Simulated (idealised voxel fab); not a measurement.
process module | voxel double patterning
cross-section cut | 180 nm wide | cells 5 nm
A cross-section is a grid of square cells, given in bands from the top down. A band is one or more rows of cells.
Each band's line starts with the height of the band's top and of its bottom, in nm. Then come its materials from left to right, each with its width in nm. One material with "throughout" fills the band from edge to edge. "air" is empty space.
Height 0 is the level under which the wafer as received is all one material. The lowest band goes on downwards, as in "0 down".
A width such as "30 to 40" changes by the same amount from each row of cells to the next, from the band's top row to its bottom row.
"no change" after a step means that no cell of the cross-section changed.
closed voids: empty space of 8 cells or more with no open way to the top, each as width x height at its distance from the left edge, in nm
after a step's settings: what the simulator itself notes on the step
overlay nm, on a step with a mask: how far to the right of its planned place the mask lay; to the left if negative
plan
1 op RECEIVE | material Si
2 op CONFORMAL_DEP | material SiO2 | thk nm 10
3 op DIRECTIONAL_DEP | material W | thk nm 20
4 op DIRECTIONAL_DEP | material SiN | thk nm 5
5 op PATTERN | tone open | mask id FIRST | material resist | width nm 15 | pitch nm 50 | thk nm 15 | overlay nm 0
6 op DIRECTIONAL_ETCH | etch materials SiN | depth nm 5
7 op STRIP | etch materials resist
8 op DIRECTIONAL_DEP | material aC | thk nm 15
9 op PATTERN | tone open | mask id SECOND | material resist | width nm 15 | pitch nm 50 | thk nm 30 | overlay nm 0
10 op DIRECTIONAL_ETCH | etch materials aC | depth nm 15
11 op STRIP | etch materials resist
12 op DIRECTIONAL_ETCH | etch materials SiN | depth nm 5
13 op STRIP | etch materials aC
14 op DIRECTIONAL_ETCH | etch materials W | depth nm 20
15 op STRIP | etch materials SiN
first wafer, as planned
as received, after step 1
  0 down: Si throughout
  closed voids: none
after step 2
  10 to 0: SiO2 throughout
  below 0: unchanged
after step 3
  30 to 10: W throughout
  below 10: unchanged
after step 4
  35 to 30: SiN throughout
  below 30: unchanged
after step 5
  50 to 35: resist 30 | air 15 | resist 35 | air 15 | resist 35 | air 15 | resist 35
  below 35: unchanged
after step 6
  50 to 35: resist 30 | air 15 | resist 35 | air 15 | resist 35 | air 15 | resist 35
  35 to 30: SiN 30 | air 15 | SiN 35 | air 15 | SiN 35 | air 15 | SiN 35
  below 30: unchanged
after step 7
  35 to 30: SiN 30 | air 15 | SiN 35 | air 15 | SiN 35 | air 15 | SiN 35
  below 30: unchanged
after step 8
  50 to 45: aC 30 | air 15 | aC 35 | air 15 | aC 35 | air 15 | aC 35
  45 to 35: aC throughout
  35 to 30: SiN 30 | aC 15 | SiN 35 | aC 15 | SiN 35 | aC 15 | SiN 35
  below 30: unchanged
after step 9
  80 to 50: resist 55 | air 15 | resist 35 | air 15 | resist 60
  50 to 45: aC 30 | resist 15 | aC 35 | resist 15 | aC 35 | resist 15 | aC 35
  below 45: unchanged
after step 10
  65 to 50: resist 55 | air 15 | resist 35 | air 15 | resist 60
  50 to 45: aC 30 | resist 15 | aC 10 | air 15 | aC 10 | resist 15 | aC 10 | air 15 | aC 10 | resist 15 | aC 35
  45 to 35: aC 55 | air 15 | aC 35 | air 15 | aC 60
  below 35: unchanged
after step 11
  50 to 45: aC 30 | air 15 | aC 10 | air 15 | aC 10 | air 15 | aC 10 | air 15 | aC 10 | air 15 | aC 35
  below 45: unchanged
after step 12
  50 to 45: aC 30 | air 15 | aC 10 | air 15 | aC 10 | air 15 | aC 10 | air 15 | aC 10 | air 15 | aC 35
  45 to 35: aC 55 | air 15 | aC 35 | air 15 | aC 60
  35 to 30: SiN 30 | aC 15 | SiN 10 | air 15 | SiN 10 | aC 15 | SiN 10 | air 15 | SiN 10 | aC 15 | SiN 35
  below 30: unchanged
after step 13
  35 to 30: SiN 30 | air 15 | SiN 10 | air 15 | SiN 10 | air 15 | SiN 10 | air 15 | SiN 10 | air 15 | SiN 35
  below 30: unchanged
after step 14
  35 to 30: SiN 30 | air 15 | SiN 10 | air 15 | SiN 10 | air 15 | SiN 10 | air 15 | SiN 10 | air 15 | SiN 35
  30 to 10: W 30 | air 15 | W 10 | air 15 | W 10 | air 15 | W 10 | air 15 | W 10 | air 15 | W 35
  below 10: unchanged
after step 15
  30 to 10: W 30 | air 15 | W 10 | air 15 | W 10 | air 15 | W 10 | air 15 | W 10 | air 15 | W 35
  below 10: unchanged
second wafer: like start, like plan, one mistake. Through step 4 it matches the first wafer
when step 5 should have ended
  50 to 35: resist 40 | air 15 | resist 35 | air 15 | resist 35 | air 15 | resist 25
  below 35: unchanged
when step 6 should have ended
  50 to 35: resist 40 | air 15 | resist 35 | air 15 | resist 35 | air 15 | resist 25
  35 to 30: SiN 40 | air 15 | SiN 35 | air 15 | SiN 35 | air 15 | SiN 25
  below 30: unchanged
when step 7 should have ended
  35 to 30: SiN 40 | air 15 | SiN 35 | air 15 | SiN 35 | air 15 | SiN 25
  below 30: unchanged
when step 8 should have ended
  50 to 45: aC 40 | air 15 | aC 35 | air 15 | aC 35 | air 15 | aC 25
  45 to 35: aC throughout
  35 to 30: SiN 40 | aC 15 | SiN 35 | aC 15 | SiN 35 | aC 15 | SiN 25
  below 30: unchanged
when step 9 should have ended
  80 to 50: resist 55 | air 15 | resist 35 | air 15 | resist 60
  50 to 45: aC 40 | resist 15 | aC 35 | resist 15 | aC 35 | resist 15 | aC 25
  below 45: unchanged
when step 10 should have ended
  65 to 50: resist 55 | air 15 | resist 35 | air 15 | resist 60
  50 to 45: aC 40 | resist 15 | air 15 | aC 20 | resist 15 | air 15 | aC 20 | resist 15 | aC 25
  45 to 35: aC 55 | air 15 | aC 35 | air 15 | aC 60
  below 35: unchanged
when step 11 should have ended
  50 to 45: aC 40 | air 30 | aC 20 | air 30 | aC 20 | air 15 | aC 25
  below 45: unchanged
when step 12 should have ended
  50 to 45: aC 40 | air 30 | aC 20 | air 30 | aC 20 | air 15 | aC 25
  45 to 35: aC 55 | air 15 | aC 35 | air 15 | aC 60
  35 to 30: SiN 40 | aC 15 | air 15 | SiN 20 | aC 15 | air 15 | SiN 20 | aC 15 | SiN 25
  below 30: unchanged
when step 13 should have ended
  35 to 30: SiN 40 | air 30 | SiN 20 | air 30 | SiN 20 | air 15 | SiN 25
  below 30: unchanged
when step 14 should have ended
  35 to 30: SiN 40 | air 30 | SiN 20 | air 30 | SiN 20 | air 15 | SiN 25
  30 to 10: W 40 | air 30 | W 20 | air 30 | W 20 | air 15 | W 25
  below 10: unchanged
when step 15 should have ended
  30 to 10: W 40 | air 30 | W 20 | air 30 | W 20 | air 15 | W 25
  below 10: unchanged
what went wrong: step 5 ran as: op PATTERN | tone open | mask id FIRST | material resist | width nm 15 | pitch nm 50 | thk nm 15 | overlay nm 10
at the end the second wafer has, in cells: as many of each material as the first, in other places
